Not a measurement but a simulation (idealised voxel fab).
The name of this process module is voxel transistor to metal.
Square cell edge 5 nm, section width 200 nm, ID cut.
If you're reading a cross-section in this doc, picture square cells in a grid; it comes to you as bands, top ones listed first down to the bottom, and a band can be one or more rows of cells. Quick guide to a band line: top height, bottom height (nm) up front; then every material left to right with its width in nm. Only one material and it's marked "throughout"? Then it fills the band edge to edge. And "empty" just means empty space. It should be noted that heights are counted from 0, beneath which the wafer as supplied is of one material throughout, and that the lowest band possesses no lower boundary but continues downward, as written in "0..down". Top row gets the first number, bottom row gets the second, and each row in between changes by the same step: that is how a band width like "30..40" works. It should be understood that the words "all unchanged", when stated for a given step, signify that the cross-section underwent no change in any of its cells during that step. The label "Closed internal voids" introduces a list of the empty spaces, 8 cells or larger, that have no open way up to the top; each entry in it reads width x height at distance, where the distance is taken from the left edge and all three are stated in nm. Text after the settings on a step's line: the simulator's own remark on that step. overlay nm: step with mask; distance mask lay right of planned place; negative value = left of planned place.
### Intended process steps
step 1: RECEIVE: material Si
step 2: CONFORMAL_DEP: material SiO2, thk nm 5
step 3: CONFORMAL_DEP: material SiN, thk nm 15
step 4: MASKED_ETCH: tone cover, mask id ACTIVE, width nm 95, etch materials SiN, depth nm 15, overlay nm 0
step 5: MASKED_ETCH: tone cover, mask id ACTIVE, width nm 95, etch materials SiO2, depth nm 5, overlay nm 0
step 6: MASKED_ETCH: tone cover, mask id ACTIVE, width nm 95, etch materials Si, depth nm 30, overlay nm 0
step 7: OXIDIZE: depth nm 5
step 8: FILL_DEP: material SiO2, thk nm 10
step 9: CMP: height nm 20
step 10: SELECTIVE_ETCH: etch materials SiO2, depth nm 10
step 11: STRIP: etch materials SiN
step 12: SELECTIVE_ETCH: etch materials SiO2, depth nm 5
step 13: OXIDIZE: depth nm 5
step 14: DIRECTIONAL_DEP: material polySi, thk nm 30
step 15: DIRECTIONAL_DEP: material SiCN, thk nm 15
step 16: PATTERN: tone cover, mask id GATE, material resist, width nm 15, thk nm 20, overlay nm 0
step 17: DIRECTIONAL_ETCH: etch materials SiCN, depth nm 25
step 18: DIRECTIONAL_ETCH: etch materials polySi, depth nm 40
step 19: STRIP: etch materials resist
step 20: CONFORMAL_DEP: material SiO2, thk nm 5
step 21: DIRECTIONAL_ETCH: etch materials SiO2, depth nm 5
step 22: CONFORMAL_DEP: material SiN, thk nm 5
step 23: DIRECTIONAL_ETCH: etch materials SiN, depth nm 5
step 24: DIRECTIONAL_ETCH: etch materials SiO2, depth nm 5
step 25: DIRECTIONAL_ETCH: etch materials Si, depth nm 15
step 26: EPI: material pSi, thk nm 20
step 27: FILL_DEP: material SiO2, thk nm 5
step 28: CMP: height nm 45
step 29: DIRECTIONAL_DEP: material SiO2, thk nm 10
step 30: PATTERN: tone open, mask id CONTACT, material resist, width nm 20, pitch nm 65, thk nm 20, overlay nm 0
step 31: DIRECTIONAL_ETCH: etch materials SiO2, depth nm 55
step 32: STRIP: etch materials resist
step 33: CONFORMAL_DEP: material TiN, thk nm 5
step 34: FILL_DEP: material Ru, thk nm 5
step 35: CMP: height nm 55
step 36: DIRECTIONAL_DEP: material TiN, thk nm 5
step 37: DIRECTIONAL_DEP: material W, thk nm 25
step 38: MASKED_ETCH: tone cover, mask id METAL_1, width nm 20, pitch nm 65, etch materials W, depth nm 25, overlay nm 0
step 39: MASKED_ETCH: tone cover, mask id METAL_1, width nm 20, pitch nm 65, etch materials TiN, depth nm 5, overlay nm 0
step 40: CONFORMAL_DEP: material SiCN, thk nm 5
step 41: FILL_DEP: material lowk, thk nm 5
step 42: CMP: height nm 85
step 43: CONFORMAL_DEP: material SiCN, thk nm 5
step 44: DIRECTIONAL_DEP: material SiO2, thk nm 35
step 45: MASKED_ETCH: tone open, mask id METAL_2, width nm 20, pitch nm 65, etch materials SiO2, depth nm 20, overlay nm 0
step 46: MASKED_ETCH: tone open, mask id METAL_2_HOLES, width nm 15, pitch nm 65, etch materials SiO2, depth nm 15, overlay nm 0
step 47: MASKED_ETCH: tone open, mask id METAL_2_HOLES, width nm 15, pitch nm 65, etch materials SiCN, depth nm 5, overlay nm 0
step 48: CONFORMAL_DEP: material TiN, thk nm 5
step 49: FILL_DEP: material Cu, thk nm 5
step 50: CMP: height nm 125
step 51: CONFORMAL_DEP: material SiN, thk nm 5
### Wafer as received: cross-section following step 1
* 0..down | Si throughout
* Closed internal voids: none
### Here's the cross-section of the first of our two wafers at the end of the module - it ran as planned
* 130..125 | SiN throughout
* 125..110 | SiO2 55 nm; TiN 5 nm; Cu 10 nm; TiN 5 nm; SiO2 45 nm; TiN 5 nm; Cu 10 nm; TiN 5 nm; SiO2 60 nm
* 110..105 | SiO2 55 nm; TiN 5 nm; Cu 5 nm; TiN 10 nm; SiO2 45 nm; TiN 5 nm; Cu 5 nm; TiN 10 nm; SiO2 60 nm
* 105..90 | SiO2 55 nm; TiN 5 nm; Cu 5 nm; TiN 5 nm; SiO2 50 nm; TiN 5 nm; Cu 5 nm; TiN 5 nm; SiO2 65 nm
* 90..85 | SiCN 55 nm; TiN 15 nm; SiCN 50 nm; TiN 15 nm; SiCN 65 nm
* 85..60 | lowk 50 nm; SiCN 5 nm; W 20 nm; SiCN 5 nm; lowk 35 nm; SiCN 5 nm; W 20 nm; SiCN 5 nm; lowk 55 nm
* 60..55 | SiCN 55 nm; TiN 20 nm; SiCN 45 nm; TiN 20 nm; SiCN 60 nm
* 55..45 | SiO2 55 nm; TiN 5 nm; Ru 10 nm; TiN 5 nm; SiO2 45 nm; TiN 5 nm; Ru 10 nm; TiN 5 nm; SiO2 60 nm
* 45..30 | SiO2 55 nm; TiN 5 nm; Ru 10 nm; TiN 5 nm; SiO2 5 nm; SiN 5 nm; SiO2 5 nm; SiCN 15 nm; SiO2 5 nm; SiN 5 nm; SiO2 5 nm; TiN 5 nm; Ru 10 nm; TiN 5 nm; SiO2 60 nm
* 30..20 | SiO2 55 nm; TiN 5 nm; Ru 10 nm; TiN 5 nm; SiO2 5 nm; SiN 5 nm; SiO2 5 nm; polySi 15 nm; SiO2 5 nm; SiN 5 nm; SiO2 5 nm; TiN 5 nm; Ru 10 nm; TiN 5 nm; SiO2 60 nm
* 20..15 | SiO2 55 nm; TiN 20 nm; SiO2 5 nm; SiN 5 nm; SiO2 5 nm; polySi 15 nm; SiO2 5 nm; SiN 5 nm; SiO2 5 nm; TiN 20 nm; SiO2 60 nm
* 15..5 | SiO2 55 nm; TiN 5 nm; pSi 20 nm; SiN 5 nm; SiO2 5 nm; polySi 15 nm; SiO2 5 nm; SiN 5 nm; pSi 20 nm; TiN 5 nm; SiO2 60 nm
* 5..0 | SiO2 50 nm; SiN 5 nm; TiN 5 nm; pSi 20 nm; SiN 5 nm; SiO2 5 nm; polySi 15 nm; SiO2 5 nm; SiN 5 nm; pSi 20 nm; TiN 5 nm; SiN 5 nm; SiO2 55 nm
* 0..-5 | SiO2 55 nm; pSi 25 nm; SiO2 35 nm; pSi 25 nm; SiO2 60 nm
* -5..-20 | SiO2 55 nm; pSi 25 nm; Si 35 nm; pSi 25 nm; SiO2 60 nm
* -20..-35 | SiO2 55 nm; Si 85 nm; SiO2 60 nm
* -35..down | Si throughout
* Closed internal voids: none
### Wafer two (of two), end-of-module cross-section: start = wafer one, plan = wafer one, one run mistake
* 130..125 | SiN throughout
* 125..110 | SiO2 55 nm; TiN 5 nm; Cu 10 nm; TiN 5 nm; SiO2 45 nm; TiN 5 nm; Cu 10 nm; TiN 5 nm; SiO2 60 nm
* 110..105 | SiO2 55 nm; TiN 5 nm; Cu 5 nm; TiN 10 nm; SiO2 45 nm; TiN 5 nm; Cu 5 nm; TiN 10 nm; SiO2 60 nm
* 105..90 | SiO2 55 nm; TiN 5 nm; Cu 5 nm; TiN 5 nm; SiO2 50 nm; TiN 5 nm; Cu 5 nm; TiN 5 nm; SiO2 65 nm
* 90..85 | SiCN 55 nm; TiN 15 nm; SiCN 50 nm; TiN 15 nm; SiCN 65 nm
* 85..60 | lowk 50 nm; SiCN 5 nm; W 20 nm; SiCN 5 nm; lowk 35 nm; SiCN 5 nm; W 20 nm; SiCN 5 nm; lowk 55 nm
* 60..55 | SiCN 55 nm; TiN 20 nm; SiCN 45 nm; TiN 20 nm; SiCN 60 nm
* 55..45 | SiO2 50 nm; TiN 5 nm; Ru 20 nm; TiN 5 nm; SiO2 35 nm; TiN 5 nm; Ru 20 nm; TiN 5 nm; SiO2 55 nm
* 45..30 | SiO2 50 nm; TiN 5 nm; Ru 20 nm; TiN 5 nm; SiN 5 nm; SiO2 5 nm; SiCN 15 nm; SiO2 5 nm; SiN 5 nm; TiN 5 nm; Ru 20 nm; TiN 5 nm; SiO2 55 nm
* 30..20 | SiO2 50 nm; TiN 5 nm; Ru 20 nm; TiN 5 nm; SiN 5 nm; SiO2 5 nm; polySi 15 nm; SiO2 5 nm; SiN 5 nm; TiN 5 nm; Ru 20 nm; TiN 5 nm; SiO2 55 nm
* 20..15 | SiO2 50 nm; TiN 30 nm; SiN 5 nm; SiO2 5 nm; polySi 15 nm; SiO2 5 nm; SiN 5 nm; TiN 30 nm; SiO2 55 nm
* 15..5 | SiO2 50 nm; TiN 10 nm; pSi 20 nm; SiN 5 nm; SiO2 5 nm; polySi 15 nm; SiO2 5 nm; SiN 5 nm; pSi 20 nm; TiN 10 nm; SiO2 55 nm
* 5..0 | SiO2 50 nm; SiN 5 nm; TiN 5 nm; pSi 20 nm; SiN 5 nm; SiO2 5 nm; polySi 15 nm; SiO2 5 nm; SiN 5 nm; pSi 20 nm; TiN 5 nm; SiN 5 nm; SiO2 55 nm
* 0..-5 | SiO2 55 nm; pSi 25 nm; SiO2 35 nm; pSi 25 nm; SiO2 60 nm
* -5..-20 | SiO2 55 nm; pSi 25 nm; Si 35 nm; pSi 25 nm; SiO2 60 nm
* -20..-35 | SiO2 55 nm; Si 85 nm; SiO2 60 nm
* -35..down | Si throughout
* Closed internal voids: none
Against the plan, the run slipped here: rather than as planned, step 30 actually ran as PATTERN: tone open, mask id CONTACT, material resist, width nm 30, pitch nm 65, thk nm 20, overlay nm 0
Final difference in cells, second wafer against first, listed per material as more or fewer: Ru: 28 more, SiO2: 36 fewer, TiN: 8 more
